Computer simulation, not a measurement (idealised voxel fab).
The document below concerns the process module designated voxel self aligned contacts.
cross-section cut | 250 nm wide | cells 5 nm
If you're reading a cross-section in this doc, picture square cells in a grid; it comes to you as bands, top ones listed first down to the bottom, and a band can be one or more rows of cells.
Heads up on the band format: heights come first, top then bottom, in nm. After that it's the materials left to right, each with its width in nm. A single material flagged "edge to edge" fills the whole band edge to edge, and "air" means there's empty space there.
We count height from 0. Below that, the starting wafer is all one material. The lowest band never ends at the bottom but goes on down; see "0 -> down" for how that is written.
The expression "30->40" gives the width at the extremes of the band, the first number at its top row of cells and the second at its bottom row, with the width changing by equal amounts from each row to the next in between.
"remains unaltered" (step): cross-section cells unchanged, all of them.
In the "Closed empty spaces" entry, you get each enclosed empty space of 8 cells or more, one with no open way to the top, written width x height at distance, distance from the left edge, in nm.
If you see something after the settings on a step's line, that's the simulator's own remark about that step.
"overlay nm", when on a step's line for a step with a mask, measures how far to the right of its planned place the mask lay; a negative measure means to the left.

List of planned process steps:
- 1: RECEIVE | material Si
- 2: OXIDIZE | depth nm 5
- 3: DIRECTIONAL_DEP | material polySi | thk nm 25
- 4: DIRECTIONAL_DEP | material SiN | thk nm 25
- 5: DIRECTIONAL_DEP | material aC | thk nm 15
- 6: PATTERN | tone cover | mask id GATE | material resist | width nm 35 | pitch nm 75 | thk nm 35 | overlay nm 0
- 7: DIRECTIONAL_ETCH | etch materials aC | depth nm 15
- 8: STRIP | etch materials resist
- 9: DIRECTIONAL_ETCH | etch materials SiN | depth nm 25
- 10: DIRECTIONAL_ETCH | etch materials polySi | depth nm 25
- 11: STRIP | etch materials aC
- 12: CONFORMAL_DEP | material SiN | thk nm 10
- 13: DIRECTIONAL_ETCH | etch materials SiN | depth nm 10
- 14: FILL_DEP | material SiO2 | thk nm 15
- 15: CMP | height nm 55
- 16: MASKED_ETCH | tone open | mask id CONTACT | width nm 60 | etch materials SiO2 | depth nm 60 | overlay nm -15
- 17: CONFORMAL_DEP | material TiN | thk nm 5
- 18: FILL_DEP | material Ru | thk nm 5
- 19: CMP | height nm 55
- 20: CONFORMAL_DEP | material SiN | thk nm 5
Same starting wafers, different overlay nm at step 16. Plan value belongs to the first wafer.

Received wafers, first of several: cross-section after step 1:
    0 -> down = Si edge to edge
    Closed empty spaces: none

Here's the first of several wafers in cross-section, end of the module, after the last step, step 20:
    60 -> 55 = SiN edge to edge
    55 -> 50 = SiO2 80 / TiN 40 / Ru 10 / TiN 10 / SiO2 110
    50 -> 25 = SiO2 60 / SiN 55 / TiN 5 / Ru 10 / TiN 5 / SiN 55 / SiO2 60
    25 -> 0 = SiO2 60 / SiN 10 / polySi 35 / SiN 10 / TiN 5 / Ru 10 / TiN 5 / SiN 10 / polySi 35 / SiN 10 / SiO2 60
    0 -> -5 = SiO2 115 / TiN 20 / SiO2 115
    -5 -> down = Si edge to edge
    Closed empty spaces: none

Last wafer at the end:
    60 -> 55 = SiN edge to edge
    55 -> 50 = SiO2 110 / TiN 10 / Ru 10 / TiN 40 / SiO2 80
    50 -> 25 = SiO2 60 / SiN 55 / TiN 5 / Ru 10 / TiN 5 / SiN 55 / SiO2 60
    25 -> 0 = SiO2 60 / SiN 10 / polySi 35 / SiN 10 / TiN 5 / Ru 10 / TiN 5 / SiN 10 / polySi 35 / SiN 10 / SiO2 60
    0 -> -5 = SiO2 115 / TiN 20 / SiO2 115
    -5 -> down = Si edge to edge
    Closed empty spaces: none

Per-wafer rows below. For each material: cells gained (+) or lost (-) since the wafer was received, as of end of module. Then: closed voids:
overlay nm -15, +22 Ru, -50 Si, +200 SiN, +324 SiO2, +34 TiN, +70 polySi, Closed empty spaces: none
overlay nm -10, +22 Ru, -50 Si, +200 SiN, +324 SiO2, +34 TiN, +70 polySi, Closed empty spaces: none
overlay nm -5, +22 Ru, -50 Si, +200 SiN, +324 SiO2, +34 TiN, +70 polySi, Closed empty spaces: none
overlay nm 0, +22 Ru, -50 Si, +200 SiN, +324 SiO2, +34 TiN, +70 polySi, Closed empty spaces: none
overlay nm 5, +22 Ru, -50 Si, +200 SiN, +324 SiO2, +34 TiN, +70 polySi, Closed empty spaces: none
overlay nm 10, +22 Ru, -50 Si, +200 SiN, +324 SiO2, +34 TiN, +70 polySi, Closed empty spaces: none
overlay nm 15, +22 Ru, -50 Si, +200 SiN, +324 SiO2, +34 TiN, +70 polySi, Closed empty spaces: none
